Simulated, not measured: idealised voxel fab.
Module name: voxel capacitor over wiring (process module)
Square cells of 5 nm make up the cross-section cut, whose width is 300 nm.
Cross-section, as written here: a square-cell grid given band by band from the top down, where a band holds one or more rows of cells.
Band: top and bottom heights (nm) first, top before bottom; then materials from left to right, widths in nm. "full width" marks a sole material filling the band edge to edge. "empty" denotes empty space.
The reference from which all heights are counted is 0, the level beneath which the as-received wafer is entirely one material; the lowest band, having no lower bound, proceeds downward and is written after the example "0 nm and below".
With a width like "30 to 40", each row of cells in the band differs from the next by the same amount, the top row carrying the first number and the bottom row the second.
"nothing different" for a step: no cell of the cross-section changed in that step.
Listed in "closed voids": every empty space of 8 or more cells without an open way to the top. Form: width x height at distance, the distance being from the left edge, all in nm.
Whatever follows a step's settings on its line is a remark the simulator itself makes about that step.
overlay nm: on a step with a mask, how far right of its planned place the mask lay; negative means left.
List of planned process steps:
1 RECEIVE (material Si)
2 CONFORMAL_DEP (material SiO2; thk nm 15)
3 CONFORMAL_DEP (material SiN; thk nm 5)
4 DIRECTIONAL_DEP (material SiO2; thk nm 15)
5 PATTERN (tone open; mask id METAL_1; material resist; width nm 25; pitch nm 85; thk nm 20; overlay nm 0)
6 DIRECTIONAL_ETCH (etch materials SiO2; depth nm 15)
7 DIRECTIONAL_ETCH (etch materials SiN; depth nm 5)
8 STRIP (etch materials resist)
9 CONFORMAL_DEP (material TiN; thk nm 5)
10 FILL_DEP (material Cu; thk nm 5)
11 CMP (height nm 35)
12 EPI (material Ru; thk nm 5)
13 FILL_DEP (material SiCN; thk nm 5)
14 DIRECTIONAL_DEP (material SiO2; thk nm 20)
15 PATTERN (tone open; mask id PLUG_1; material resist; width nm 15; thk nm 15; overlay nm 0)
16 DIRECTIONAL_ETCH (etch materials SiO2; depth nm 20)
17 DIRECTIONAL_ETCH (etch materials SiCN; depth nm 5)
18 STRIP (etch materials resist)
19 CONFORMAL_DEP (material TiN; thk nm 5)
20 FILL_DEP (material W; thk nm 5)
21 CMP (height nm 65)
22 DIRECTIONAL_DEP (material TiN; thk nm 5)
23 DIRECTIONAL_DEP (material SiN; thk nm 5)
24 DIRECTIONAL_DEP (material TiN; thk nm 5)
25 DIRECTIONAL_DEP (material aC; thk nm 15)
26 PATTERN (tone cover; mask id UPPER_PLATE; material resist; width nm 65; thk nm 35; overlay nm 0)
27 DIRECTIONAL_ETCH (etch materials aC; depth nm 15)
28 STRIP (etch materials resist)
29 DIRECTIONAL_ETCH (etch materials TiN; depth nm 5)
30 DIRECTIONAL_ETCH (etch materials SiN; depth nm 5)
31 STRIP (etch materials aC)
32 MASKED_ETCH (tone cover; mask id LOWER_PLATE; width nm 75; etch materials TiN; depth nm 5; overlay nm 0)
33 FILL_DEP (material SiO2; thk nm 20)
34 CMP (height nm 95)
35 PATTERN (tone open; mask id PLUG_2; material resist; width nm 15; thk nm 20; overlay nm 0)
36 DIRECTIONAL_ETCH (etch materials SiO2; depth nm 15)
37 STRIP (etch materials resist)
38 CONFORMAL_DEP (material TiN; thk nm 5)
39 FILL_DEP (material W; thk nm 5)
40 CMP (height nm 95)
41 CONFORMAL_DEP (material SiN; thk nm 5)
The wafers in this document start out alike and differ in the thk nm applied at step 13; the plan shows the value used for the first wafer.
Cross-section, first of several wafers, as delivered after step 1:
	0 nm and below | Si full width
	closed voids: none
Cross-sectional representation of the first of several wafers at the end of the module, i.e. after its terminal step, step 41:
	100 nm to 95 nm | SiN full width
	95 nm to 85 nm | SiO2: 115, then TiN: 5, then W: 5, then TiN: 5, then SiO2: 170
	85 nm to 75 nm | SiO2: 115 to 105, then TiN: 15 to 65, then SiO2: 170 to 130
	75 nm to 70 nm | SiO2: 105, then SiN: 65, then SiO2: 130
	70 nm to 65 nm | SiO2: 100, then TiN: 75, then SiO2: 125
	65 nm to 45 nm | SiO2: 105, then TiN: 5, then W: 5, then TiN: 5, then SiO2: 180
	45 nm to 40 nm | SiCN: 105, then TiN: 15, then SiCN: 180
	40 nm to 35 nm | SiCN: 90, then Ru: 35, then SiCN: 50, then Ru: 35, then SiCN: 90
	35 nm to 20 nm | SiO2: 95, then TiN: 5, then Cu: 15, then TiN: 5, then SiO2: 60, then TiN: 5, then Cu: 15, then TiN: 5, then SiO2: 95
	20 nm to 15 nm | SiN: 95, then TiN: 25, then SiN: 60, then TiN: 25, then SiN: 95
	15 nm to 0 nm | SiO2 full width
	0 nm and below | Si full width
	closed voids: none
Last wafer, end of module, cross-section:
	100 nm to 95 nm | SiN full width
	95 nm to 85 nm | SiO2: 115, then TiN: 5, then W: 5, then TiN: 5, then SiO2: 170
	85 nm to 75 nm | SiO2: 115 to 105, then TiN: 15 to 65, then SiO2: 170 to 130
	75 nm to 70 nm | SiO2: 105, then SiN: 65, then SiO2: 130
	70 nm to 65 nm | SiO2: 100, then TiN: 75, then SiO2: 125
	65 nm to 60 nm | SiO2: 105, then TiN: 5, then W: 5, then TiN: 5, then SiO2: 180
	60 nm to 55 nm | SiCN: 105, then TiN: 15, then SiCN: 180
	55 nm to 40 nm | SiCN full width
	40 nm to 35 nm | SiCN: 90, then Ru: 35, then SiCN: 50, then Ru: 35, then SiCN: 90
	35 nm to 20 nm | SiO2: 95, then TiN: 5, then Cu: 15, then TiN: 5, then SiO2: 60, then TiN: 5, then Cu: 15, then TiN: 5, then SiO2: 95
	20 nm to 15 nm | SiN: 95, then TiN: 25, then SiN: 60, then TiN: 25, then SiN: 95
	15 nm to 0 nm | SiO2 full width
	0 nm and below | Si full width
	closed voids: none
wafer rows; end of module; cells per material since receipt: (+) gained, (-) lost; then closed voids:
thk nm 5 | +18 Cu | +14 Ru | +103 SiCN | +123 SiN | +868 SiO2 | +68 TiN | +6 W | closed voids: none
thk nm 10 | +18 Cu | +14 Ru | +163 SiCN | +123 SiN | +811 SiO2 | +66 TiN | +5 W | closed voids: none
thk nm 15 | +18 Cu | +14 Ru | +223 SiCN | +123 SiN | +754 SiO2 | +64 TiN | +4 W | closed voids: none
thk nm 20 | +18 Cu | +14 Ru | +283 SiCN | +123 SiN | +697 SiO2 | +62 TiN | +3 W | closed voids: none
